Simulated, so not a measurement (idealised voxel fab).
The name of this process module is voxel wiring stack.
It is cross-section cut that appears here, measuring 270 nm in width, its square cells being 5 nm in size.
This document writes a cross-section as a grid whose cells are square, and gives it as bands, listed from the top down; one or more rows of cells form a band.
Each band's line starts with the height of the band's top and of its bottom, in nm. Then come its materials from left to right, each with its width in nm. One material with "everywhere" fills the band from edge to edge. "empty" is empty space.
Note: height 0 marks the level under which the wafer is uniformly one material as received. Lowest band unbounded below, written "0 down".
It should be noted that a width expressed as "30->40" varies in equal increments from row to row of cells within the band, taking the value of the first number at the top row and that of the second number at the bottom row.
"no change" for a step: no cell of the cross-section changed in that step.
Listed in "Closed internal voids": every empty space of 8 or more cells without an open way to the top. Form: width x height at distance, the distance being from the left edge, all in nm.
If you see something after the settings on a step's line, that's the simulator's own remark about that step.
overlay nm: right-of-plan distance of the mask on a masked step; negative values mean left-of-plan.
Planned step list for the process
1: op RECEIVE | material Si
2: op CONFORMAL_DEP | material SiO2 | thk nm 10
3: op DIRECTIONAL_DEP | material TiN | thk nm 5
4: op DIRECTIONAL_DEP | material W | thk nm 15
5: op MASKED_ETCH | tone cover | mask id METAL_1 | width nm 25 | pitch nm 40 | etch materials W | depth nm 15 | overlay nm 0
6: op MASKED_ETCH | tone cover | mask id METAL_1 | width nm 25 | pitch nm 40 | etch materials TiN | depth nm 5 | overlay nm 0
7: op FILL_DEP | material lowk | thk nm 10
8: op CMP | height nm 30
9: op CONFORMAL_DEP | material SiCN | thk nm 5
10: op DIRECTIONAL_DEP | material SiO2 | thk nm 10
11: op DIRECTIONAL_DEP | material aC | thk nm 15
12: op PATTERN | tone open | mask id PLUG_1 | material resist | width nm 15 | pitch nm 40 | thk nm 30 | overlay nm 0
13: op DIRECTIONAL_ETCH | etch materials aC | depth nm 15
14: op STRIP | etch materials resist
15: op DIRECTIONAL_ETCH | etch materials SiO2 | depth nm 10
16: op DIRECTIONAL_ETCH | etch materials SiCN | depth nm 5
17: op STRIP | etch materials aC
18: op CONFORMAL_DEP | material TiN | thk nm 5
19: op FILL_DEP | material W | thk nm 5
20: op CMP | height nm 45
21: op CONFORMAL_DEP | material SiCN | thk nm 5
22: op DIRECTIONAL_DEP | material SiO2 | thk nm 15
23: op MASKED_ETCH | tone open | mask id METAL_2 | width nm 25 | pitch nm 40 | etch materials SiO2 | depth nm 15 | overlay nm 0
24: op MASKED_ETCH | tone open | mask id METAL_2 | width nm 25 | pitch nm 40 | etch materials SiCN | depth nm 5 | overlay nm 0
25: op CONFORMAL_DEP | material TiN | thk nm 5
26: op FILL_DEP | material Cu | thk nm 5
27: op CMP | height nm 65
28: op CONFORMAL_DEP | material SiCN | thk nm 5
29: op DIRECTIONAL_DEP | material lowk | thk nm 35
30: op DIRECTIONAL_DEP | material aC | thk nm 15
31: op PATTERN | tone open | mask id METAL_3_HOLES | material resist | width nm 15 | pitch nm 40 | thk nm 30 | overlay nm 0
32: op DIRECTIONAL_ETCH | etch materials aC | depth nm 15
33: op STRIP | etch materials resist
34: op DIRECTIONAL_ETCH | etch materials lowk | depth nm 35
35: op STRIP | etch materials aC
36: op DIRECTIONAL_DEP | material aC | thk nm 15
37: op PATTERN | tone open | mask id METAL_3 | material resist | width nm 25 | pitch nm 40 | thk nm 35 | overlay nm 0
38: op DIRECTIONAL_ETCH | etch materials aC | depth nm 15
39: op STRIP | etch materials resist
40: op DIRECTIONAL_ETCH | etch materials lowk | depth nm 20
41: op DIRECTIONAL_ETCH | etch materials SiCN | depth nm 5
42: op STRIP | etch materials aC
43: op CONFORMAL_DEP | material TiN | thk nm 5
44: op FILL_DEP | material Ru | thk nm 5
45: op CMP | height nm 105
46: op CONFORMAL_DEP | material SiCN | thk nm 5
47: op DIRECTIONAL_DEP | material SiO2 | thk nm 25
48: op PATTERN | tone open | mask id METAL_4 | material resist | width nm 25 | pitch nm 40 | thk nm 15 | overlay nm 0
49: op DIRECTIONAL_ETCH | etch materials SiO2 | depth nm 15
50: op STRIP | etch materials resist
51: op DIRECTIONAL_DEP | material aC | thk nm 15
52: op PATTERN | tone open | mask id METAL_4_HOLES | material resist | width nm 15 | pitch nm 80 | thk nm 35 | overlay nm 0
53: op DIRECTIONAL_ETCH | etch materials aC | depth nm 15
54: op STRIP | etch materials resist
55: op DIRECTIONAL_ETCH | etch materials SiO2 | depth nm 10
56: op DIRECTIONAL_ETCH | etch materials SiCN | depth nm 5
57: op STRIP | etch materials aC
58: op CONFORMAL_DEP | material TiN | thk nm 5
59: op FILL_DEP | material Ru | thk nm 5
60: op CMP | height nm 135
61: op CONFORMAL_DEP | material SiN | thk nm 5
Incoming wafer in cross-section (state: after step 1)
- 0 down: Si everywhere
- Closed internal voids: none
First wafer at the end, as planned
- 140 to 135: SiN everywhere
- 135 to 125: SiO2 (80), then TiN (5), then Ru (15), then TiN (5), then SiO2 (15), then TiN (5), then Ru (15), then TiN (5), then SiO2 (15), then TiN (5), then Ru (15), then TiN (5), then SiO2 (85)
- 125 to 120: SiO2 (80), then TiN (5), then Ru (5), then TiN (15), then SiO2 (15), then TiN (25), then SiO2 (15), then TiN (5), then Ru (5), then TiN (15), then SiO2 (85)
- 120 to 110: SiO2 (80), then TiN (5), then Ru (5), then TiN (5), then SiO2 (65), then TiN (5), then Ru (5), then TiN (5), then SiO2 (95)
- 110 to 105: SiCN (80), then TiN (15), then SiCN (65), then TiN (15), then SiCN (95)
- 105 to 90: lowk (80), then TiN (5), then Ru (15), then TiN (5), then lowk (15), then TiN (5), then Ru (15), then TiN (5), then lowk (15), then TiN (5), then Ru (15), then TiN (5), then lowk (85)
- 90 to 85: lowk (80), then TiN (5), then Ru (5), then TiN (15), then lowk (15), then TiN (5), then Ru (5), then TiN (15), then lowk (15), then TiN (5), then Ru (5), then TiN (15), then lowk (85)
- 85 to 70: lowk (80), then TiN (5), then Ru (5), then TiN (5), then lowk (25), then TiN (5), then Ru (5), then TiN (5), then lowk (25), then TiN (5), then Ru (5), then TiN (5), then lowk (95)
- 70 to 65: SiCN (80), then TiN (15), then SiCN (25), then TiN (15), then SiCN (25), then TiN (15), then SiCN (95)
- 65 to 50: SiO2 (80), then TiN (5), then Cu (15), then TiN (5), then SiO2 (15), then TiN (5), then Cu (15), then TiN (5), then SiO2 (15), then TiN (5), then Cu (15), then TiN (5), then SiO2 (85)
- 50 to 45: SiCN (80), then TiN (25), then SiCN (15), then TiN (25), then SiCN (15), then TiN (25), then SiCN (85)
- 45 to 35: SiO2 (80), then TiN (5), then W (5), then TiN (5), then SiO2 (25), then TiN (5), then W (5), then TiN (5), then SiO2 (25), then TiN (5), then W (5), then TiN (5), then SiO2 (95)
- 35 to 30: SiCN (80), then TiN (15), then SiCN (25), then TiN (15), then SiCN (25), then TiN (15), then SiCN (95)
- 30 to 15: lowk (80), then W (25), then lowk (15), then W (25), then lowk (15), then W (25), then lowk (85)
- 15 to 10: lowk (80), then TiN (25), then lowk (15), then TiN (25), then lowk (15), then TiN (25), then lowk (85)
- 10 to 0: SiO2 everywhere
- 0 down: Si everywhere
- Closed internal voids: none
Module end: cross-section of wafer two of two. Same start and process plan as the first wafer. One mistake during execution
- 140 to 135: SiN everywhere
- 135 to 125: SiO2 (80), then TiN (5), then Ru (15), then TiN (5), then SiO2 (15), then TiN (5), then Ru (15), then TiN (5), then SiO2 (15), then TiN (5), then Ru (15), then TiN (5), then SiO2 (85)
- 125 to 120: SiO2 (80), then TiN (5), then Ru (5), then TiN (15), then SiO2 (15), then TiN (25), then SiO2 (15), then TiN (5), then Ru (5), then TiN (15), then SiO2 (85)
- 120 to 110: SiO2 (80), then TiN (5), then Ru (5), then TiN (5), then SiO2 (65), then TiN (5), then Ru (5), then TiN (5), then SiO2 (95)
- 110 to 105: SiCN (80), then TiN (15), then SiCN (65), then TiN (15), then SiCN (95)
- 105 to 90: lowk (80), then TiN (5), then Ru (15), then TiN (5), then lowk (15), then TiN (5), then Ru (15), then TiN (5), then lowk (15), then TiN (5), then Ru (15), then TiN (5), then lowk (85)
- 90 to 85: lowk (80), then TiN (5), then Ru (5), then TiN (15), then lowk (15), then TiN (5), then Ru (5), then TiN (15), then lowk (15), then TiN (5), then Ru (5), then TiN (15), then lowk (85)
- 85 to 70: lowk (80), then TiN (5), then Ru (5), then TiN (5), then lowk (25), then TiN (5), then Ru (5), then TiN (5), then lowk (25), then TiN (5), then Ru (5), then TiN (5), then lowk (95)
- 70 to 65: SiCN (80), then TiN (15), then SiCN (25), then TiN (15), then SiCN (25), then TiN (15), then SiCN (95)
- 65 to 50: SiO2 (80), then TiN (5), then Cu (15), then TiN (5), then SiO2 (15), then TiN (5), then Cu (15), then TiN (5), then SiO2 (15), then TiN (5), then Cu (15), then TiN (5), then SiO2 (85)
- 50 to 45: SiCN (80), then TiN (25), then SiCN (15), then TiN (25), then SiCN (15), then TiN (25), then SiCN (85)
- 45 to 35: SiO2 (80), then TiN (5), then W (5), then TiN (5), then SiO2 (25), then TiN (5), then W (5), then TiN (5), then SiO2 (25), then TiN (5), then W (5), then TiN (5), then SiO2 (95)
- 35 to 30: SiCN (80), then TiN (15), then SiCN (25), then TiN (15), then SiCN (25), then TiN (15), then SiCN (95)
- 30 to 25: lowk everywhere
- 25 to 10: lowk (80), then W (25), then lowk (15), then W (25), then lowk (15), then W (25), then lowk (85)
- 10 to 0: SiO2 everywhere
- 0 down: Si everywhere
- Closed internal voids: none
Against the plan, the run slipped here: step 3 of the plan got skipped, so it never ran
Final difference in cells, second wafer against first, listed per material as more or fewer: 15 fewer of TiN | 15 more of lowk
